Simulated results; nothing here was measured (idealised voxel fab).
The process module presented herein is designated voxel self aligned vias.
Pictured: cross-section cut, 285 nm wide, on a grid of 5 nm square cells.
When this document writes out a cross-section, it uses a grid of square cells and lists it as bands, beginning at the top and moving down, with a band standing for one or more rows of cells.
Band: top and bottom heights (nm) first, top before bottom; then materials from left to right, widths in nm. "throughout" marks a sole material filling the band edge to edge. "air" denotes empty space.
Height reference: 0 = level under which incoming wafer is all one material. Lowest band: no bottom, runs on downward, e.g. "z 0 and below".
The expression "30->40" gives the width at the extremes of the band, the first number at its top row of cells and the second at its bottom row, with the width changing by equal amounts from each row to the next in between.
It should be understood that the words "left unchanged", when stated for a given step, signify that the cross-section underwent no change in any of its cells during that step.
Under "Sealed void listing" you'll find the enclosed gaps, the ones with no way out to the top, that are 8 cells or bigger; each reads width x height at distance, with distance counted from the left edge, everything in nm.
Where a step's line continues beyond its settings, the continuation is a remark by the simulator itself on that step.
What "overlay nm" on a step's line means: if the step has a mask, that mask lay this far to the right of its planned place, or, when the value is negative, to the left.
# Process steps foreseen in the plan
1 RECEIVE,material Si
2 CONFORMAL_DEP,material SiO2,thk nm 10
3 CONFORMAL_DEP,material SiCN,thk nm 5
4 DIRECTIONAL_DEP,material lowk,thk nm 20
5 MASKED_ETCH,tone open,mask id LINES,width nm 25,pitch nm 55,etch materials lowk,depth nm 20,overlay nm 0
6 CONFORMAL_DEP,material TiN,thk nm 5
7 FILL_DEP,material Ru,thk nm 10
8 CMP,height nm 35
9 SELECTIVE_ETCH,etch materials W Ru TiN,depth nm 5
10 FILL_DEP,material SiN,thk nm 10
11 CMP,height nm 35
12 DIRECTIONAL_DEP,material lowk,thk nm 20
13 PATTERN,tone open,mask id VIAS,material resist,width nm 35,pitch nm 110,thk nm 20,overlay nm 0
14 DIRECTIONAL_ETCH,etch materials lowk,depth nm 20
15 DIRECTIONAL_ETCH,etch materials SiN,depth nm 5
16 STRIP,etch materials resist
17 CONFORMAL_DEP,material TiN,thk nm 5
18 FILL_DEP,material W,thk nm 5
19 CMP,height nm 55
20 CONFORMAL_DEP,material SiN,thk nm 5
# Run as planned: first of two wafers
# as received, after step 1
- z 0 and below  Si throughout
- Sealed void listing: none
# Upon completion of step 2, the wafer appears in cross-section as shown
- z 10 to 0  SiO2 throughout
- Below 0, the layers are the same as they were.
# Upon completion of step 3, the wafer appears in cross-section as shown
- z 15 to 10  SiCN throughout
- Below 10, the layers are the same as they were.
# Upon completion of step 4, the wafer appears in cross-section as shown
- z 35 to 15  lowk throughout
- Below 15, the layers are the same as they were.
# Upon completion of step 5, the wafer appears in cross-section as shown
- z 35 to 15  75 lowk | 25 air | 30 lowk | 25 air | 30 lowk | 25 air | 75 lowk
- Below 15, the layers are the same as they were.
# Upon completion of step 6, the wafer appears in cross-section as shown
- z 40 to 35  80 TiN | 15 air | 40 TiN | 15 air | 40 TiN | 15 air | 80 TiN
- z 35 to 20  75 lowk | 5 TiN | 15 air | 5 TiN | 30 lowk | 5 TiN | 15 air | 5 TiN | 30 lowk | 5 TiN | 15 air | 5 TiN | 75 lowk
- z 20 to 15  75 lowk | 25 TiN | 30 lowk | 25 TiN | 30 lowk | 25 TiN | 75 lowk
- Below 15, the layers are the same as they were.
# Upon completion of step 7, the wafer appears in cross-section as shown
- z 50 to 40  Ru throughout
- z 40 to 35  80 TiN | 15 Ru | 40 TiN | 15 Ru | 40 TiN | 15 Ru | 80 TiN
- z 35 to 20  75 lowk | 5 TiN | 15 Ru | 5 TiN | 30 lowk | 5 TiN | 15 Ru | 5 TiN | 30 lowk | 5 TiN | 15 Ru | 5 TiN | 75 lowk
- Below 20, the layers are the same as they were.
# Upon completion of step 8, the wafer appears in cross-section as shown
- z 35 to 20  75 lowk | 5 TiN | 15 Ru | 5 TiN | 30 lowk | 5 TiN | 15 Ru | 5 TiN | 30 lowk | 5 TiN | 15 Ru | 5 TiN | 75 lowk
- Below 20, the layers are the same as they were.
# Upon completion of step 9, the wafer appears in cross-section as shown
- z 35 to 30  75 lowk | 25 air | 30 lowk | 25 air | 30 lowk | 25 air | 75 lowk
- Below 30, the layers are the same as they were.
# Upon completion of step 10, the wafer appears in cross-section as shown
- z 45 to 35  SiN throughout
- z 35 to 30  75 lowk | 25 SiN | 30 lowk | 25 SiN | 30 lowk | 25 SiN | 75 lowk
- Below 30, the layers are the same as they were.
# Upon completion of step 11, the wafer appears in cross-section as shown
- z 35 to 30  75 lowk | 25 SiN | 30 lowk | 25 SiN | 30 lowk | 25 SiN | 75 lowk
- Below 30, the layers are the same as they were.
# Upon completion of step 12, the wafer appears in cross-section as shown
- z 55 to 35  lowk throughout
- Below 35, the layers are the same as they were.
# Upon completion of step 13, the wafer appears in cross-section as shown
- z 75 to 55  70 resist | 35 air | 75 resist | 35 air | 70 resist
- Below 55, the layers are the same as they were.
# Upon completion of step 14, the wafer appears in cross-section as shown
- z 75 to 55  70 resist | 35 air | 75 resist | 35 air | 70 resist
- z 55 to 35  70 lowk | 35 air | 75 lowk | 35 air | 70 lowk
- Below 35, the layers are the same as they were.
# Upon completion of step 15, the wafer appears in cross-section as shown
- z 75 to 55  70 resist | 35 air | 75 resist | 35 air | 70 resist
- z 55 to 35  70 lowk | 35 air | 75 lowk | 35 air | 70 lowk
- z 35 to 30  75 lowk | 25 air | 30 lowk | 25 SiN | 30 lowk | 25 air | 75 lowk
- Below 30, the layers are the same as they were.
# Upon completion of step 16, the wafer appears in cross-section as shown
- z 55 to 35  70 lowk | 35 air | 75 lowk | 35 air | 70 lowk
- Below 35, the layers are the same as they were.
# Upon completion of step 17, the wafer appears in cross-section as shown
- z 60 to 55  75 TiN | 25 air | 85 TiN | 25 air | 75 TiN
- z 55 to 40  70 lowk | 5 TiN | 25 air | 5 TiN | 75 lowk | 5 TiN | 25 air | 5 TiN | 70 lowk
- z 40 to 35  70 lowk | 10 TiN | 15 air | 10 TiN | 75 lowk | 10 TiN | 15 air | 10 TiN | 70 lowk
- z 35 to 30  75 lowk | 25 TiN | 30 lowk | 25 SiN | 30 lowk | 25 TiN | 75 lowk
- Below 30, the layers are the same as they were.
# Upon completion of step 18, the wafer appears in cross-section as shown
- z 65 to 60  W throughout
- z 60 to 55  75 TiN | 25 W | 85 TiN | 25 W | 75 TiN
- z 55 to 40  70 lowk | 5 TiN | 25 W | 5 TiN | 75 lowk | 5 TiN | 25 W | 5 TiN | 70 lowk
- z 40 to 35  70 lowk | 10 TiN | 15 W | 10 TiN | 75 lowk | 10 TiN | 15 W | 10 TiN | 70 lowk
- Below 35, the layers are the same as they were.
# Upon completion of step 19, the wafer appears in cross-section as shown
- z 55 to 40  70 lowk | 5 TiN | 25 W | 5 TiN | 75 lowk | 5 TiN | 25 W | 5 TiN | 70 lowk
- Below 40, the layers are the same as they were.
# Upon completion of step 20, the wafer appears in cross-section as shown
- z 60 to 55  SiN throughout
- Below 55, the layers are the same as they were.
# Okay, second wafer. Nothing different at the start, nothing different in the plan, just one mistake somewhere in the running. As far as step 4, counting that step, it's the first wafer all over again
# Cross-sectional representation of the second wafer at the time designated in the plan for the completion of step 5
- z 35 to 15  80 lowk | 15 air | 40 lowk | 15 air | 40 lowk | 15 air | 80 lowk
- Below 15, the layers are the same as they were.
# Cross-sectional representation of the second wafer at the time designated in the plan for the completion of step 6
- z 40 to 35  85 TiN | 5 air | 50 TiN | 5 air | 50 TiN | 5 air | 85 TiN
- z 35 to 20  80 lowk | 5 TiN | 5 air | 5 TiN | 40 lowk | 5 TiN | 5 air | 5 TiN | 40 lowk | 5 TiN | 5 air | 5 TiN | 80 lowk
- z 20 to 15  80 lowk | 15 TiN | 40 lowk | 15 TiN | 40 lowk | 15 TiN | 80 lowk
- Below 15, the layers are the same as they were.
# Cross-sectional representation of the second wafer at the time designated in the plan for the completion of step 7
- z 50 to 40  Ru throughout
- z 40 to 35  85 TiN | 5 Ru | 50 TiN | 5 Ru | 50 TiN | 5 Ru | 85 TiN
- z 35 to 20  80 lowk | 5 TiN | 5 Ru | 5 TiN | 40 lowk | 5 TiN | 5 Ru | 5 TiN | 40 lowk | 5 TiN | 5 Ru | 5 TiN | 80 lowk
- Below 20, the layers are the same as they were.
# Cross-sectional representation of the second wafer at the time designated in the plan for the completion of step 8
- z 35 to 20  80 lowk | 5 TiN | 5 Ru | 5 TiN | 40 lowk | 5 TiN | 5 Ru | 5 TiN | 40 lowk | 5 TiN | 5 Ru | 5 TiN | 80 lowk
- Below 20, the layers are the same as they were.
# Cross-sectional representation of the second wafer at the time designated in the plan for the completion of step 9
- z 35 to 30  80 lowk | 15 air | 40 lowk | 15 air | 40 lowk | 15 air | 80 lowk
- Below 30, the layers are the same as they were.
# Cross-sectional representation of the second wafer at the time designated in the plan for the completion of step 10
- z 45 to 35  SiN throughout
- z 35 to 30  80 lowk | 15 SiN | 40 lowk | 15 SiN | 40 lowk | 15 SiN | 80 lowk
- Below 30, the layers are the same as they were.
# Cross-sectional representation of the second wafer at the time designated in the plan for the completion of step 11
- z 35 to 30  80 lowk | 15 SiN | 40 lowk | 15 SiN | 40 lowk | 15 SiN | 80 lowk
- Below 30, the layers are the same as they were.
# Cross-sectional representation of the second wafer at the time designated in the plan for the completion of step 12
- z 55 to 35  lowk throughout
- Below 35, the layers are the same as they were.
# Cross-sectional representation of the second wafer at the time designated in the plan for the completion of step 13
- z 75 to 55  70 resist | 35 air | 75 resist | 35 air | 70 resist
- Below 55, the layers are the same as they were.
# Cross-sectional representation of the second wafer at the time designated in the plan for the completion of step 14
- z 75 to 55  70 resist | 35 air | 75 resist | 35 air | 70 resist
- z 55 to 35  70 lowk | 35 air | 75 lowk | 35 air | 70 lowk
- Below 35, the layers are the same as they were.
# Cross-sectional representation of the second wafer at the time designated in the plan for the completion of step 15
- z 75 to 55  70 resist | 35 air | 75 resist | 35 air | 70 resist
- z 55 to 35  70 lowk | 35 air | 75 lowk | 35 air | 70 lowk
- z 35 to 30  80 lowk | 15 air | 40 lowk | 15 SiN | 40 lowk | 15 air | 80 lowk
- Below 30, the layers are the same as they were.
# Cross-sectional representation of the second wafer at the time designated in the plan for the completion of step 16
- z 55 to 35  70 lowk | 35 air | 75 lowk | 35 air | 70 lowk
- Below 35, the layers are the same as they were.
# Cross-sectional representation of the second wafer at the time designated in the plan for the completion of step 17
- z 60 to 55  75 TiN | 25 air | 85 TiN | 25 air | 75 TiN
- z 55 to 40  70 lowk | 5 TiN | 25 air | 5 TiN | 75 lowk | 5 TiN | 25 air | 5 TiN | 70 lowk
- z 40 to 35  70 lowk | 15 TiN | 5 air | 15 TiN | 75 lowk | 15 TiN | 5 air | 15 TiN | 70 lowk
- z 35 to 30  80 lowk | 15 TiN | 40 lowk | 15 SiN | 40 lowk | 15 TiN | 80 lowk
- Below 30, the layers are the same as they were.
# Cross-sectional representation of the second wafer at the time designated in the plan for the completion of step 18
- z 65 to 60  W throughout
- z 60 to 55  75 TiN | 25 W | 85 TiN | 25 W | 75 TiN
- z 55 to 40  70 lowk | 5 TiN | 25 W | 5 TiN | 75 lowk | 5 TiN | 25 W | 5 TiN | 70 lowk
- z 40 to 35  70 lowk | 15 TiN | 5 W | 15 TiN | 75 lowk | 15 TiN | 5 W | 15 TiN | 70 lowk
- Below 35, the layers are the same as they were.
# Cross-sectional representation of the second wafer at the time designated in the plan for the completion of step 19
- z 55 to 40  70 lowk | 5 TiN | 25 W | 5 TiN | 75 lowk | 5 TiN | 25 W | 5 TiN | 70 lowk
- Below 40, the layers are the same as they were.
# Cross-sectional representation of the second wafer at the time designated in the plan for the completion of step 20
- z 60 to 55  SiN throughout
- Below 55, the layers are the same as they were.
Finding, execution versus plan: heads up, step 5 didn't go per plan, it actually ran as MASKED_ETCH,tone open,mask id LINES,width nm 15,pitch nm 55,etch materials lowk,depth nm 20,overlay nm 0
The final cell counts differ between the wafers, with the second having more or fewer of some materials than the first: -12 Ru, -2 SiN, -6 TiN, -4 W, +24 lowk
